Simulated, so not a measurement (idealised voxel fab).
Proc. module: voxel transistor to metal
Displayed cross-section: cut, width of 300 nm, square cells sized 5 nm.
In this document a cross-section is written as a grid of square cells. It is given as a series of bands, listed from the top down, and a band is one or more rows of cells. Quick guide to a band line: top height, bottom height (nm) up front; then every material left to right with its width in nm. Only one material and it's marked "full width"? Then it fills the band edge to edge. And "empty" just means empty space. Height reference: 0 = level under which incoming wafer is all one material. Lowest band: no bottom, runs on downward, e.g. "from 0 down". The expression "30 to 40" gives the width at the extremes of the band, the first number at its top row of cells and the second at its bottom row, with the width changing by equal amounts from each row to the next in between. The cross-section has no changed cell in any step marked "no change". If an empty space has no open way to the top and is at least 8 cells in size, "Closed void inventory" lists it, written width x height at distance, where distance is measured from the left edge and every value is in nm. Past the settings on a step's line: simulator remark, on that step. When a step includes a mask, the "overlay nm" setting on its line states how far to the right of its planned place that mask lay, and negative values state how far to the left.

### plan
1) RECEIVE (material Si)
2) CONFORMAL_DEP (material SiO2; thk nm 5)
3) CONFORMAL_DEP (material SiN; thk nm 15)
4) PATTERN (tone cover; mask id ACTIVE; material resist; width nm 100; pitch nm 125; thk nm 15; overlay nm 0)
5) DIRECTIONAL_ETCH (etch materials SiN; depth nm 15)
6) DIRECTIONAL_ETCH (etch materials SiO2; depth nm 5)
7) DIRECTIONAL_ETCH (etch materials Si; depth nm 20)
8) STRIP (etch materials resist)
9) FILL_DEP (material SiO2; thk nm 10)
10) CMP (height nm 20)
11) SELECTIVE_ETCH (etch materials SiO2; depth nm 15)
12) STRIP (etch materials SiN)
13) SELECTIVE_ETCH (etch materials SiO2; depth nm 5)
14) OXIDIZE (depth nm 5)
15) DIRECTIONAL_DEP (material polySi; thk nm 30)
16) DIRECTIONAL_DEP (material SiCN; thk nm 10)
17) PATTERN (tone cover; mask id GATE; material resist; width nm 20; pitch nm 125; thk nm 20; overlay nm 0)
18) DIRECTIONAL_ETCH (etch materials SiCN; depth nm 20)
19) DIRECTIONAL_ETCH (etch materials polySi; depth nm 40)
20) STRIP (etch materials resist)
21) CONFORMAL_DEP (material SiO2; thk nm 5)
22) DIRECTIONAL_ETCH (etch materials SiO2; depth nm 5)
23) CONFORMAL_DEP (material SiN; thk nm 5)
24) DIRECTIONAL_ETCH (etch materials SiN; depth nm 5)
25) DIRECTIONAL_ETCH (etch materials SiO2; depth nm 5)
26) DIRECTIONAL_ETCH (etch materials Si; depth nm 10)
27) EPI (material pSi; thk nm 15)
28) FILL_DEP (material SiO2; thk nm 10)
29) CMP (height nm 40)
30) DIRECTIONAL_DEP (material SiO2; thk nm 10)
31) PATTERN (tone open; mask id CONTACT; material resist; width nm 30; thk nm 20; overlay nm 0)
32) DIRECTIONAL_ETCH (etch materials SiO2; depth nm 50)
33) STRIP (etch materials resist)
34) CONFORMAL_DEP (material TiN; thk nm 5)
35) FILL_DEP (material Ru; thk nm 5)
36) CMP (height nm 50)
37) DIRECTIONAL_DEP (material TiN; thk nm 5)
38) DIRECTIONAL_DEP (material W; thk nm 25)
39) DIRECTIONAL_DEP (material aC; thk nm 10)
40) PATTERN (tone cover; mask id METAL_1; material resist; width nm 15; thk nm 30; overlay nm 0)
41) DIRECTIONAL_ETCH (etch materials aC; depth nm 10)
42) STRIP (etch materials resist)
43) DIRECTIONAL_ETCH (etch materials W; depth nm 25)
44) DIRECTIONAL_ETCH (etch materials TiN; depth nm 5)
45) STRIP (etch materials aC)
46) CONFORMAL_DEP (material SiCN; thk nm 5)
47) FILL_DEP (material SiO2; thk nm 10)
48) CMP (height nm 80)
49) CONFORMAL_DEP (material SiCN; thk nm 5)

### The first of two wafers, run as planned

### As-received state of the wafer in cross-section, equivalent to post-step 1
	from 0 down = Si full width
	Closed void inventory: none

### Sectional view: wafer, after step 2
	from 5 to 0 = SiO2 full width
	Anything lower than 0 is untouched.

### Sectional view: wafer, after step 3
	from 20 to 5 = SiN full width
	Anything lower than 5 is untouched.

### Sectional view: wafer, after step 4
	from 35 to 20 = empty (35) / resist (100) / empty (25) / resist (100) / empty (40)
	Anything lower than 20 is untouched.

### Sectional view: wafer, after step 5
	from 35 to 20 = empty (35) / resist (100) / empty (25) / resist (100) / empty (40)
	from 20 to 5 = empty (35) / SiN (100) / empty (25) / SiN (100) / empty (40)
	Anything lower than 5 is untouched.

### Sectional view: wafer, after step 6
	from 35 to 20 = empty (35) / resist (100) / empty (25) / resist (100) / empty (40)
	from 20 to 5 = empty (35) / SiN (100) / empty (25) / SiN (100) / empty (40)
	from 5 to 0 = empty (35) / SiO2 (100) / empty (25) / SiO2 (100) / empty (40)
	Anything lower than 0 is untouched.

### Sectional view: wafer, after step 7
	from 35 to 20 = empty (35) / resist (100) / empty (25) / resist (100) / empty (40)
	from 20 to 5 = empty (35) / SiN (100) / empty (25) / SiN (100) / empty (40)
	from 5 to 0 = empty (35) / SiO2 (100) / empty (25) / SiO2 (100) / empty (40)
	from 0 to -20 = empty (35) / Si (100) / empty (25) / Si (100) / empty (40)
	Anything lower than -20 is untouched.

### Sectional view: wafer, after step 8
	from 20 to 5 = empty (35) / SiN (100) / empty (25) / SiN (100) / empty (40)
	Anything lower than 5 is untouched.

### Sectional view: wafer, after step 9
	from 30 to 20 = SiO2 full width
	from 20 to 5 = SiO2 (35) / SiN (100) / SiO2 (25) / SiN (100) / SiO2 (40)
	from 5 to 0 = SiO2 full width
	from 0 to -20 = SiO2 (35) / Si (100) / SiO2 (25) / Si (100) / SiO2 (40)
	Anything lower than -20 is untouched.

### Sectional view: wafer, after step 10
	from 20 to 5 = SiO2 (35) / SiN (100) / SiO2 (25) / SiN (100) / SiO2 (40)
	Anything lower than 5 is untouched.

### Sectional view: wafer, after step 11
	from 20 to 5 = empty (35) / SiN (100) / empty (25) / SiN (100) / empty (40)
	Anything lower than 5 is untouched.

### Sectional view: wafer, after step 12
	from 5 to 0 = SiO2 full width
	Anything lower than 0 is untouched.

### Sectional view: wafer, after step 13
	from 0 to -20 = SiO2 (35) / Si (100) / SiO2 (25) / Si (100) / SiO2 (40)
	Anything lower than -20 is untouched.

### Sectional view: wafer, after step 14
	from 0 to -5 = SiO2 full width
	Anything lower than -5 is untouched.

### Sectional view: wafer, after step 15
	from 30 to 0 = polySi full width
	Anything lower than 0 is untouched.

### Sectional view: wafer, after step 16
	from 40 to 30 = SiCN full width
	Anything lower than 30 is untouched.

### Sectional view: wafer, after step 17
	from 60 to 40 = empty (75) / resist (20) / empty (105) / resist (20) / empty (80)
	Anything lower than 40 is untouched.

### Sectional view: wafer, after step 18
	from 60 to 40 = empty (75) / resist (20) / empty (105) / resist (20) / empty (80)
	from 40 to 30 = empty (75) / SiCN (20) / empty (105) / SiCN (20) / empty (80)
	Anything lower than 30 is untouched.

### Sectional view: wafer, after step 19
	from 60 to 40 = empty (75) / resist (20) / empty (105) / resist (20) / empty (80)
	from 40 to 30 = empty (75) / SiCN (20) / empty (105) / SiCN (20) / empty (80)
	from 30 to 0 = empty (75) / polySi (20) / empty (105) / polySi (20) / empty (80)
	Anything lower than 0 is untouched.

### Sectional view: wafer, after step 20
	from 40 to 30 = empty (75) / SiCN (20) / empty (105) / SiCN (20) / empty (80)
	Anything lower than 30 is untouched.

### Sectional view: wafer, after step 21
	from 45 to 40 = empty (70) / SiO2 (30) / empty (95) / SiO2 (30) / empty (75)
	from 40 to 30 = empty (70) / SiO2 (5) / SiCN (20) / SiO2 (5) / empty (95) / SiO2 (5) / SiCN (20) / SiO2 (5) / empty (75)
	from 30 to 5 = empty (70) / SiO2 (5) / polySi (20) / SiO2 (5) / empty (95) / SiO2 (5) / polySi (20) / SiO2 (5) / empty (75)
	from 5 to 0 = SiO2 (75) / polySi (20) / SiO2 (105) / polySi (20) / SiO2 (80)
	Anything lower than 0 is untouched.

### Sectional view: wafer, after step 22
	from 40 to 30 = empty (70) / SiO2 (5) / SiCN (20) / SiO2 (5) / empty (95) / SiO2 (5) / SiCN (20) / SiO2 (5) / empty (75)
	from 30 to 0 = empty (70) / SiO2 (5) / polySi (20) / SiO2 (5) / empty (95) / SiO2 (5) / polySi (20) / SiO2 (5) / empty (75)
	Anything lower than 0 is untouched.

### Sectional view: wafer, after step 23
	from 45 to 40 = empty (65) / SiN (40) / empty (85) / SiN (40) / empty (70)
	from 40 to 30 = empty (65) / SiN (5) / SiO2 (5) / SiCN (20) / SiO2 (5) / SiN (5) / empty (85) / SiN (5) / SiO2 (5) / SiCN (20) / SiO2 (5) / SiN (5) / empty (70)
	from 30 to 5 = empty (65) / SiN (5) / SiO2 (5) / polySi (20) / SiO2 (5) / SiN (5) / empty (85) / SiN (5) / SiO2 (5) / polySi (20) / SiO2 (5) / SiN (5) / empty (70)
	from 5 to 0 = SiN (70) / SiO2 (5) / polySi (20) / SiO2 (5) / SiN (95) / SiO2 (5) / polySi (20) / SiO2 (5) / SiN (75)
	Anything lower than 0 is untouched.

### Sectional view: wafer, after step 24
	from 40 to 30 = empty (65) / SiN (5) / SiO2 (5) / SiCN (20) / SiO2 (5) / SiN (5) / empty (85) / SiN (5) / SiO2 (5) / SiCN (20) / SiO2 (5) / SiN (5) / empty (70)
	from 30 to 0 = empty (65) / SiN (5) / SiO2 (5) / polySi (20) / SiO2 (5) / SiN (5) / empty (85) / SiN (5) / SiO2 (5) / polySi (20) / SiO2 (5) / SiN (5) / empty (70)
	Anything lower than 0 is untouched.

### Sectional view: wafer, after step 25
	from 40 to 35 = empty (65) / SiN (5) / empty (5) / SiCN (20) / empty (5) / SiN (5) / empty (85) / SiN (5) / empty (5) / SiCN (20) / empty (5) / SiN (5) / empty (70)
	from 35 to 30 = empty (65) / SiN (5) / SiO2 (5) / SiCN (20) / SiO2 (5) / SiN (5) / empty (85) / SiN (5) / SiO2 (5) / SiCN (20) / SiO2 (5) / SiN (5) / empty (70)
	from 30 to 0 = empty (65) / SiN (5) / SiO2 (5) / polySi (20) / SiO2 (5) / SiN (5) / empty (85) / SiN (5) / SiO2 (5) / polySi (20) / SiO2 (5) / SiN (5) / empty (70)
	from 0 to -5 = empty (65) / SiO2 (40) / empty (85) / SiO2 (40) / empty (70)
	Anything lower than -5 is untouched.

### Sectional view: wafer, after step 26
	from 40 to 35 = empty (65) / SiN (5) / empty (5) / SiCN (20) / empty (5) / SiN (5) / empty (85) / SiN (5) / empty (5) / SiCN (20) / empty (5) / SiN (5) / empty (70)
	from 35 to 30 = empty (65) / SiN (5) / SiO2 (5) / SiCN (20) / SiO2 (5) / SiN (5) / empty (85) / SiN (5) / SiO2 (5) / SiCN (20) / SiO2 (5) / SiN (5) / empty (70)
	from 30 to 0 = empty (65) / SiN (5) / SiO2 (5) / polySi (20) / SiO2 (5) / SiN (5) / empty (85) / SiN (5) / SiO2 (5) / polySi (20) / SiO2 (5) / SiN (5) / empty (70)
	from 0 to -5 = empty (65) / SiO2 (40) / empty (85) / SiO2 (40) / empty (70)
	from -5 to -15 = SiO2 (35) / empty (30) / Si (40) / empty (30) / SiO2 (25) / empty (30) / Si (40) / empty (30) / SiO2 (40)
	Anything lower than -15 is untouched.

### Sectional view: wafer, after step 27
	from 40 to 35 = empty (65) / SiN (5) / empty (5) / SiCN (20) / empty (5) / SiN (5) / empty (85) / SiN (5) / empty (5) / SiCN (20) / empty (5) / SiN (5) / empty (70)
	from 35 to 30 = empty (65) / SiN (5) / SiO2 (5) / SiCN (20) / SiO2 (5) / SiN (5) / empty (85) / SiN (5) / SiO2 (5) / SiCN (20) / SiO2 (5) / SiN (5) / empty (70)
	from 30 to 10 = empty (65) / SiN (5) / SiO2 (5) / polySi (20) / SiO2 (5) / SiN (5) / empty (85) / SiN (5) / SiO2 (5) / polySi (20) / SiO2 (5) / SiN (5) / empty (70)
	from 10 to 0 = empty (50) / pSi (15) / SiN (5) / SiO2 (5) / polySi (20) / SiO2 (5) / SiN (5) / pSi (15) / empty (55) / pSi (15) / SiN (5) / SiO2 (5) / polySi (20) / SiO2 (5) / SiN (5) / pSi (15) / empty (55)
	from 0 to -5 = empty (30) / pSi (35) / SiO2 (40) / pSi (35) / empty (15) / pSi (35) / SiO2 (40) / pSi (35) / empty (35)
	from -5 to -15 = SiO2 (35) / pSi (30) / Si (40) / pSi (30) / SiO2 (25) / pSi (30) / Si (40) / pSi (30) / SiO2 (40)
	Anything lower than -15 is untouched.

### Sectional view: wafer, after step 28
	from 50 to 40 = SiO2 full width
	from 40 to 30 = SiO2 (65) / SiN (5) / SiO2 (5) / SiCN (20) / SiO2 (5) / SiN (5) / SiO2 (85) / SiN (5) / SiO2 (5) / SiCN (20) / SiO2 (5) / SiN (5) / SiO2 (70)
	from 30 to 10 = SiO2 (65) / SiN (5) / SiO2 (5) / polySi (20) / SiO2 (5) / SiN (5) / SiO2 (85) / SiN (5) / SiO2 (5) / polySi (20) / SiO2 (5) / SiN (5) / SiO2 (70)
	from 10 to 0 = SiO2 (50) / pSi (15) / SiN (5) / SiO2 (5) / polySi (20) / SiO2 (5) / SiN (5) / pSi (15) / SiO2 (55) / pSi (15) / SiN (5) / SiO2 (5) / polySi (20) / SiO2 (5) / SiN (5) / pSi (15) / SiO2 (55)
	from 0 to -5 = SiO2 (30) / pSi (35) / SiO2 (40) / pSi (35) / SiO2 (15) / pSi (35) / SiO2 (40) / pSi (35) / SiO2 (35)
	Anything lower than -5 is untouched.

### Sectional view: wafer, after step 29
	from 40 to 30 = SiO2 (65) / SiN (5) / SiO2 (5) / SiCN (20) / SiO2 (5) / SiN (5) / SiO2 (85) / SiN (5) / SiO2 (5) / SiCN (20) / SiO2 (5) / SiN (5) / SiO2 (70)
	Anything lower than 30 is untouched.

### Sectional view: wafer, after step 30
	from 50 to 40 = SiO2 full width
	Anything lower than 40 is untouched.

### Sectional view: wafer, after step 31
	from 70 to 50 = resist (40) / empty (30) / resist (30) / empty (30) / resist (35) / empty (30) / resist (30) / empty (30) / resist (45)
	Anything lower than 50 is untouched.

### Sectional view: wafer, after step 32
	from 70 to 50 = resist (40) / empty (30) / resist (30) / empty (30) / resist (35) / empty (30) / resist (30) / empty (30) / resist (45)
	from 50 to 40 = SiO2 (40) / empty (30) / SiO2 (30) / empty (30) / SiO2 (35) / empty (30) / SiO2 (30) / empty (30) / SiO2 (45)
	from 40 to 30 = SiO2 (40) / empty (25) / SiN (5) / SiO2 (5) / SiCN (20) / SiO2 (5) / SiN (5) / empty (25) / SiO2 (35) / empty (25) / SiN (5) / SiO2 (5) / SiCN (20) / SiO2 (5) / SiN (5) / empty (25) / SiO2 (45)
	from 30 to 10 = SiO2 (40) / empty (25) / SiN (5) / SiO2 (5) / polySi (20) / SiO2 (5) / SiN (5) / empty (25) / SiO2 (35) / empty (25) / SiN (5) / SiO2 (5) / polySi (20) / SiO2 (5) / SiN (5) / empty (25) / SiO2 (45)
	from 10 to 0 = SiO2 (40) / empty (10) / pSi (15) / SiN (5) / SiO2 (5) / polySi (20) / SiO2 (5) / SiN (5) / pSi (15) / empty (10) / SiO2 (35) / empty (10) / pSi (15) / SiN (5) / SiO2 (5) / polySi (20) / SiO2 (5) / SiN (5) / pSi (15) / empty (10) / SiO2 (45)
	Anything lower than 0 is untouched.

### Sectional view: wafer, after step 33
	from 50 to 40 = SiO2 (40) / empty (30) / SiO2 (30) / empty (30) / SiO2 (35) / empty (30) / SiO2 (30) / empty (30) / SiO2 (45)
	Anything lower than 40 is untouched.

### Sectional view: wafer, after step 34
	from 55 to 50 = TiN (45) / empty (20) / TiN (40) / empty (20) / TiN (45) / empty (20) / TiN (40) / empty (20) / TiN (50)
	from 50 to 40 = SiO2 (40) / TiN (5) / empty (20 to 15) / TiN (5 to 10) / SiO2 (30) / TiN (5 to 10) / empty (20 to 15) / TiN (5) / SiO2 (35) / TiN (5) / empty (20 to 15) / TiN (5 to 10) / SiO2 (30) / TiN (5 to 10) / empty (20 to 15) / TiN (5) / SiO2 (45)
	from 40 to 30 = SiO2 (40) / TiN (5) / empty (15) / TiN (5) / SiN (5) / SiO2 (5) / SiCN (20) / SiO2 (5) / SiN (5) / TiN (5) / empty (15) / TiN (5) / SiO2 (35) / TiN (5) / empty (15) / TiN (5) / SiN (5) / SiO2 (5) / SiCN (20) / SiO2 (5) / SiN (5) / TiN (5) / empty (15) / TiN (5) / SiO2 (45)
	from 30 to 15 = SiO2 (40) / TiN (5) / empty (15) / TiN (5) / SiN (5) / SiO2 (5) / polySi (20) / SiO2 (5) / SiN (5) / TiN (5) / empty (15) / TiN (5) / SiO2 (35) / TiN (5) / empty (15) / TiN (5) / SiN (5) / SiO2 (5) / polySi (20) / SiO2 (5) / SiN (5) / TiN (5) / empty (15) / TiN (5) / SiO2 (45)
	from 15 to 10 = SiO2 (40) / TiN (25) / SiN (5) / SiO2 (5) / polySi (20) / SiO2 (5) / SiN (5) / TiN (25) / SiO2 (35) / TiN (25) / SiN (5) / SiO2 (5) / polySi (20) / SiO2 (5) / SiN (5) / TiN (25) / SiO2 (45)
	from 10 to 0 = SiO2 (40) / TiN (10) / pSi (15) / SiN (5) / SiO2 (5) / polySi (20) / SiO2 (5) / SiN (5) / pSi (15) / TiN (10) / SiO2 (35) / TiN (10) / pSi (15) / SiN (5) / SiO2 (5) / polySi (20) / SiO2 (5) / SiN (5) / pSi (15) / TiN (10) / SiO2 (45)
	Anything lower than 0 is untouched.

### Sectional view: wafer, after step 35
	from 60 to 55 = Ru full width
	from 55 to 50 = TiN (45) / Ru (20) / TiN (40) / Ru (20) / TiN (45) / Ru (20) / TiN (40) / Ru (20) / TiN (50)
	from 50 to 40 = SiO2 (40) / TiN (5) / Ru (20 to 15) / TiN (5 to 10) / SiO2 (30) / TiN (5 to 10) / Ru (20 to 15) / TiN (5) / SiO2 (35) / TiN (5) / Ru (20 to 15) / TiN (5 to 10) / SiO2 (30) / TiN (5 to 10) / Ru (20 to 15) / TiN (5) / SiO2 (45)
	from 40 to 30 = SiO2 (40) / TiN (5) / Ru (15) / TiN (5) / SiN (5) / SiO2 (5) / SiCN (20) / SiO2 (5) / SiN (5) / TiN (5) / Ru (15) / TiN (5) / SiO2 (35) / TiN (5) / Ru (15) / TiN (5) / SiN (5) / SiO2 (5) / SiCN (20) / SiO2 (5) / SiN (5) / TiN (5) / Ru (15) / TiN (5) / SiO2 (45)
	from 30 to 15 = SiO2 (40) / TiN (5) / Ru (15) / TiN (5) / SiN (5) / SiO2 (5) / polySi (20) / SiO2 (5) / SiN (5) / TiN (5) / Ru (15) / TiN (5) / SiO2 (35) / TiN (5) / Ru (15) / TiN (5) / SiN (5) / SiO2 (5) / polySi (20) / SiO2 (5) / SiN (5) / TiN (5) / Ru (15) / TiN (5) / SiO2 (45)
	Anything lower than 15 is untouched.

### Sectional view: wafer, after step 36
	from 50 to 40 = SiO2 (40) / TiN (5) / Ru (20 to 15) / TiN (5 to 10) / SiO2 (30) / TiN (5 to 10) / Ru (20 to 15) / TiN (5) / SiO2 (35) / TiN (5) / Ru (20 to 15) / TiN (5 to 10) / SiO2 (30) / TiN (5 to 10) / Ru (20 to 15) / TiN (5) / SiO2 (45)
	Anything lower than 40 is untouched.

### Sectional view: wafer, after step 37
	from 55 to 50 = TiN full width
	Anything lower than 50 is untouched.

### Sectional view: wafer, after step 38
	from 80 to 55 = W full width
	Anything lower than 55 is untouched.

### Sectional view: wafer, after step 39
	from 90 to 80 = aC full width
	Anything lower than 80 is untouched.

### Sectional view: wafer, after step 40
	from 120 to 90 = empty (40) / resist (15) / empty (60) / resist (15) / empty (35) / resist (15) / empty (60) / resist (15) / empty (45)
	Anything lower than 90 is untouched.

### Sectional view: wafer, after step 41
	from 110 to 90 = empty (40) / resist (15) / empty (60) / resist (15) / empty (35) / resist (15) / empty (60) / resist (15) / empty (45)
	from 90 to 80 = empty (40) / aC (15) / empty (60) / aC (15) / empty (35) / aC (15) / empty (60) / aC (15) / empty (45)
	Anything lower than 80 is untouched.

### Sectional view: wafer, after step 42
	from 90 to 80 = empty (40) / aC (15) / empty (60) / aC (15) / empty (35) / aC (15) / empty (60) / aC (15) / empty (45)
	Anything lower than 80 is untouched.

### Sectional view: wafer, after step 43
	from 90 to 80 = empty (40) / aC (15) / empty (60) / aC (15) / empty (35) / aC (15) / empty (60) / aC (15) / empty (45)
	from 80 to 55 = empty (40) / W (15) / empty (60) / W (15) / empty (35) / W (15) / empty (60) / W (15) / empty (45)
	Anything lower than 55 is untouched.

### Sectional view: wafer, after step 44
	from 90 to 80 = empty (40) / aC (15) / empty (60) / aC (15) / empty (35) / aC (15) / empty (60) / aC (15) / empty (45)
	from 80 to 55 = empty (40) / W (15) / empty (60) / W (15) / empty (35) / W (15) / empty (60) / W (15) / empty (45)
	from 55 to 50 = empty (40) / TiN (15) / empty (60) / TiN (15) / empty (35) / TiN (15) / empty (60) / TiN (15) / empty (45)
	Anything lower than 50 is untouched.

### Sectional view: wafer, after step 45
	from 80 to 55 = empty (40) / W (15) / empty (60) / W (15) / empty (35) / W (15) / empty (60) / W (15) / empty (45)
	Anything lower than 55 is untouched.

### Sectional view: wafer, after step 46
	from 85 to 80 = empty (35) / SiCN (25) / empty (50) / SiCN (25) / empty (25) / SiCN (25) / empty (50) / SiCN (25) / empty (40)
	from 80 to 55 = empty (35) / SiCN (5) / W (15) / SiCN (5) / empty (50) / SiCN (5) / W (15) / SiCN (5) / empty (25) / SiCN (5) / W (15) / SiCN (5) / empty (50) / SiCN (5) / W (15) / SiCN (5) / empty (40)
	from 55 to 50 = SiCN (40) / TiN (15) / SiCN (60) / TiN (15) / SiCN (35) / TiN (15) / SiCN (60) / TiN (15) / SiCN (45)
	Anything lower than 50 is untouched.

### Sectional view: wafer, after step 47
	from 95 to 85 = SiO2 full width
	from 85 to 80 = SiO2 (35) / SiCN (25) / SiO2 (50) / SiCN (25) / SiO2 (25) / SiCN (25) / SiO2 (50) / SiCN (25) / SiO2 (40)
	from 80 to 55 = SiO2 (35) / SiCN (5) / W (15) / SiCN (5) / SiO2 (50) / SiCN (5) / W (15) / SiCN (5) / SiO2 (25) / SiCN (5) / W (15) / SiCN (5) / SiO2 (50) / SiCN (5) / W (15) / SiCN (5) / SiO2 (40)
	Anything lower than 55 is untouched.

### Sectional view: wafer, after step 48
	from 80 to 55 = SiO2 (35) / SiCN (5) / W (15) / SiCN (5) / SiO2 (50) / SiCN (5) / W (15) / SiCN (5) / SiO2 (25) / SiCN (5) / W (15) / SiCN (5) / SiO2 (50) / SiCN (5) / W (15) / SiCN (5) / SiO2 (40)
	Anything lower than 55 is untouched.

### Sectional view: wafer, after step 49
	from 85 to 80 = SiCN full width
	Anything lower than 80 is untouched.

### Second wafer: same start and same plan as the first, one execution error; identical to the first through step 39

### Second wafer, section view, time point: scheduled end of step 40
	from 120 to 90 = empty (30) / resist (15) / empty (60) / resist (15) / empty (35) / resist (15) / empty (60) / resist (15) / empty (55)
	Anything lower than 90 is untouched.

### Second wafer, section view, time point: scheduled end of step 41
	from 110 to 90 = empty (30) / resist (15) / empty (60) / resist (15) / empty (35) / resist (15) / empty (60) / resist (15) / empty (55)
	from 90 to 80 = empty (30) / aC (15) / empty (60) / aC (15) / empty (35) / aC (15) / empty (60) / aC (15) / empty (55)
	Anything lower than 80 is untouched.

### Second wafer, section view, time point: scheduled end of step 42
	from 90 to 80 = empty (30) / aC (15) / empty (60) / aC (15) / empty (35) / aC (15) / empty (60) / aC (15) / empty (55)
	Anything lower than 80 is untouched.

### Second wafer, section view, time point: scheduled end of step 43
	from 90 to 80 = empty (30) / aC (15) / empty (60) / aC (15) / empty (35) / aC (15) / empty (60) / aC (15) / empty (55)
	from 80 to 55 = empty (30) / W (15) / empty (60) / W (15) / empty (35) / W (15) / empty (60) / W (15) / empty (55)
	Anything lower than 55 is untouched.

### Second wafer, section view, time point: scheduled end of step 44
	from 90 to 80 = empty (30) / aC (15) / empty (60) / aC (15) / empty (35) / aC (15) / empty (60) / aC (15) / empty (55)
	from 80 to 55 = empty (30) / W (15) / empty (60) / W (15) / empty (35) / W (15) / empty (60) / W (15) / empty (55)
	from 55 to 50 = empty (30) / TiN (15) / empty (60) / TiN (15) / empty (35) / TiN (15) / empty (60) / TiN (15) / empty (55)
	Anything lower than 50 is untouched.

### Second wafer, section view, time point: scheduled end of step 45
	from 80 to 55 = empty (30) / W (15) / empty (60) / W (15) / empty (35) / W (15) / empty (60) / W (15) / empty (55)
	Anything lower than 55 is untouched.

### Second wafer, section view, time point: scheduled end of step 46
	from 85 to 80 = empty (25) / SiCN (25) / empty (50) / SiCN (25) / empty (25) / SiCN (25) / empty (50) / SiCN (25) / empty (50)
	from 80 to 55 = empty (25) / SiCN (5) / W (15) / SiCN (5) / empty (50) / SiCN (5) / W (15) / SiCN (5) / empty (25) / SiCN (5) / W (15) / SiCN (5) / empty (50) / SiCN (5) / W (15) / SiCN (5) / empty (50)
	from 55 to 50 = SiCN (30) / TiN (15) / SiCN (60) / TiN (15) / SiCN (35) / TiN (15) / SiCN (60) / TiN (15) / SiCN (55)
	Anything lower than 50 is untouched.

### Second wafer, section view, time point: scheduled end of step 47
	from 95 to 85 = SiO2 full width
	from 85 to 80 = SiO2 (25) / SiCN (25) / SiO2 (50) / SiCN (25) / SiO2 (25) / SiCN (25) / SiO2 (50) / SiCN (25) / SiO2 (50)
	from 80 to 55 = SiO2 (25) / SiCN (5) / W (15) / SiCN (5) / SiO2 (50) / SiCN (5) / W (15) / SiCN (5) / SiO2 (25) / SiCN (5) / W (15) / SiCN (5) / SiO2 (50) / SiCN (5) / W (15) / SiCN (5) / SiO2 (50)
	Anything lower than 55 is untouched.

### Second wafer, section view, time point: scheduled end of step 48
	from 80 to 55 = SiO2 (25) / SiCN (5) / W (15) / SiCN (5) / SiO2 (50) / SiCN (5) / W (15) / SiCN (5) / SiO2 (25) / SiCN (5) / W (15) / SiCN (5) / SiO2 (50) / SiCN (5) / W (15) / SiCN (5) / SiO2 (50)
	Anything lower than 55 is untouched.

### Second wafer, section view, time point: scheduled end of step 49
	from 85 to 80 = SiCN full width
	Anything lower than 80 is untouched.
The mistake made against the process plan was this: step 40 ran as: PATTERN (tone cover; mask id METAL_1; material resist; width nm 15; thk nm 30; overlay nm -10)
The concluding comparison shows that, measured in cells, each material is equally abundant on both wafers, albeit at different positions.
